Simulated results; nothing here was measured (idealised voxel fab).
Module name: voxel released beams (process module)
Cross-section cut: width 290 nm, square cells of 5 nm.
Cross-section format: a grid of square cells, given as bands from top to bottom; each band is one or more rows of cells. Per band: top height and bottom height in nm, followed by the left-to-right materials and their widths in nm; "edge to edge" marks a single material spanning edge to edge, "air" marks empty space. Height datum 0, below which the as-received substrate wafer is one material. Lowest band open at the bottom, running downward: "from 0 down". A width given as "30->40" starts at the first number in the band's top row and ends at the second number in its bottom row, shifting by an equal amount at every step from row to row. No cell of the cross-section changed in a step that is given as "all unchanged". "Listed closed voids" - sealed voids, min. 8 cells, no opening to top; format: width x height at distance (distance from left edge; nm throughout). On a step's line, text after the settings is the simulator commenting on that step. overlay nm: how far to the right of its planned place the mask lay on this masked step (negative: to the left).
# plan
1 RECEIVE | material Si
2 CONFORMAL_DEP | material Al2O3 | thk nm 10
3 DIRECTIONAL_DEP | material SiO2 | thk nm 10
4 PATTERN | tone open | mask id ANCHOR | material resist | width nm 25 | thk nm 20 | overlay nm 0
5 DIRECTIONAL_ETCH | etch materials SiO2 | depth nm 10
6 STRIP | etch materials resist
7 CONFORMAL_DEP | material SiN | thk nm 10
8 MASKED_ETCH | tone cover | mask id BEAM | width nm 80 | etch materials SiN | depth nm 10 | overlay nm 0
9 STRIP | etch materials SiO2
# As received (post step 1): cross-section
  from 0 down: Si edge to edge
  Listed closed voids: none
# Post-module cross-section of the first of two wafers (run per plan)
  from 30 to 20: 100 nm air  15 nm SiN  5 nm air  60 nm SiN  110 nm air
  from 20 to 10: 105 nm air  25 nm SiN  160 nm air
  from 10 to 0: Al2O3 edge to edge
  from 0 down: Si edge to edge
  Listed closed voids: none
# The second wafer, shown in cross-section after the module: started the same way as the first and given the same plan, yet one mistake crept into how it was run
  from 30 to 20: 100 nm air  80 nm SiN  110 nm air
  from 20 to 10: Al2O3 edge to edge
  from 10 to 0: SiO2 edge to edge
  from 0 down: Si edge to edge
  Listed closed voids: none
It is concluded that the wafer was processed incorrectly with respect to the plan, in that steps 2 and 3 of the plan were run in the wrong order, each in the other's place
Final wafer comparison in cells, second versus first, more or fewer per material: -8 SiN; +116 SiO2
